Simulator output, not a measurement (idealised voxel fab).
This is a process module. Its name is voxel self aligned contacts.
Square cell edge 5 nm, section width 200 nm, ID cut.
In this document a cross-section is written as a grid of square cells. It is given as a series of bands, listed from the top down, and a band is one or more rows of cells.
Within each band entry, the heights of the top and of the bottom of the band appear first, in that order and in nm; the materials of the band then follow from left to right, each with its corresponding width in nm. The designation "edge to edge" on a single material indicates that it fills the band from edge to edge; the designation "blank" indicates empty space.
Zero point of the height axis is 0; under it, received wafer = one material. Lowest band: continues down indefinitely, "top 0, no bottom".
The two numbers in a width such as "30->40" mark its ends across the band: the first belongs to the top row of cells, the second to the bottom row, and from each row to the next the width moves by the same amount.
You'll sometimes find "remains unaltered" written for a step, and that's the way of saying that nowhere in the cross-section did a cell change during that step.
"Fully closed voids" means: voids of 8 cells or more that are shut off from the top with no open way through. Written width x height at distance, distance from the left edge, in nm.
It should be noted that, on the line of a given step, the content following the step's settings is a remark produced by the simulator itself with respect to that step.
"overlay nm" on a masked step: distance the mask lay right of its planned place, negative for left.
-- Here's what the planned process steps look like
1,RECEIVE (material Si)
2,OXIDIZE (depth nm 5)
3,DIRECTIONAL_DEP (material polySi; thk nm 20)
4,DIRECTIONAL_DEP (material SiN; thk nm 25)
5,PATTERN (tone cover; mask id GATE; material resist; width nm 30; pitch nm 70; thk nm 20; overlay nm 0)
6,DIRECTIONAL_ETCH (etch materials SiN; depth nm 25)
7,DIRECTIONAL_ETCH (etch materials polySi; depth nm 20)
8,STRIP (etch materials resist)
9,CONFORMAL_DEP (material SiN; thk nm 10)
10,DIRECTIONAL_ETCH (etch materials SiN; depth nm 10)
11,FILL_DEP (material SiO2; thk nm 15)
12,CMP (height nm 50)
13,MASKED_ETCH (tone open; mask id CONTACT; width nm 50; pitch nm 70; etch materials SiO2; depth nm 55; overlay nm 0)
14,CONFORMAL_DEP (material TiN; thk nm 5)
15,FILL_DEP (material W; thk nm 5)
16,CMP (height nm 50)
17,CONFORMAL_DEP (material SiCN; thk nm 5)
-- Delivered wafer in cross-section: state after step 1
top 0, no bottom | Si edge to edge
Fully closed voids: none
-- First of two wafers: cross-section at end of module, run per plan
top 55, bottom 50 | SiCN edge to edge
top 50, bottom 45 | SiO2 40 nm, TiN 20 nm, W 10 nm, TiN 20 nm, SiO2 20 nm, TiN 20 nm, W 10 nm, TiN 20 nm, SiO2 40 nm
top 45, bottom 20 | SiO2 5 nm, SiN 50 nm, TiN 5 nm, W 10 nm, TiN 5 nm, SiN 50 nm, TiN 5 nm, W 10 nm, TiN 5 nm, SiN 50 nm, SiO2 5 nm
top 20, bottom 0 | SiO2 5 nm, SiN 10 nm, polySi 30 nm, SiN 10 nm, TiN 5 nm, W 10 nm, TiN 5 nm, SiN 10 nm, polySi 30 nm, SiN 10 nm, TiN 5 nm, W 10 nm, TiN 5 nm, SiN 10 nm, polySi 30 nm, SiN 10 nm, SiO2 5 nm
top 0, bottom -5 | SiO2 55 nm, TiN 20 nm, SiO2 50 nm, TiN 20 nm, SiO2 55 nm
top -5, no bottom | Si edge to edge
Fully closed voids: none
-- Cross-sectional image of the second wafer of the two following completion of the module. Starting state and process plan were the same as for the first wafer; one execution error occurred
top 55, bottom 50 | SiCN edge to edge
top 50, bottom 40 | SiO2 40 nm, TiN 5 nm, W 40 nm, TiN 5 nm, SiO2 20 nm, TiN 5 nm, W 40 nm, TiN 5 nm, SiO2 40 nm
top 40, bottom 35 | SiO2 40 nm, TiN 10 nm, W 30 nm, TiN 10 nm, SiO2 20 nm, TiN 10 nm, W 30 nm, TiN 10 nm, SiO2 40 nm
top 35, bottom 20 | SiO2 15 nm, SiN 30 nm, TiN 5 nm, W 30 nm, TiN 5 nm, SiN 30 nm, TiN 5 nm, W 30 nm, TiN 5 nm, SiN 30 nm, SiO2 15 nm
top 20, bottom 0 | SiO2 15 nm, polySi 30 nm, TiN 5 nm, W 30 nm, TiN 5 nm, polySi 30 nm, TiN 5 nm, W 30 nm, TiN 5 nm, polySi 30 nm, SiO2 15 nm
top 0, bottom -5 | SiO2 45 nm, TiN 40 nm, SiO2 30 nm, TiN 40 nm, SiO2 45 nm
top -5, no bottom | Si edge to edge
Fully closed voids: none
Diagnosis: heads up, step 9 of the plan was skipped and never actually ran
Final wafer comparison in cells, second versus first, more or fewer per material: SiN -144; SiO2 +56; W +88
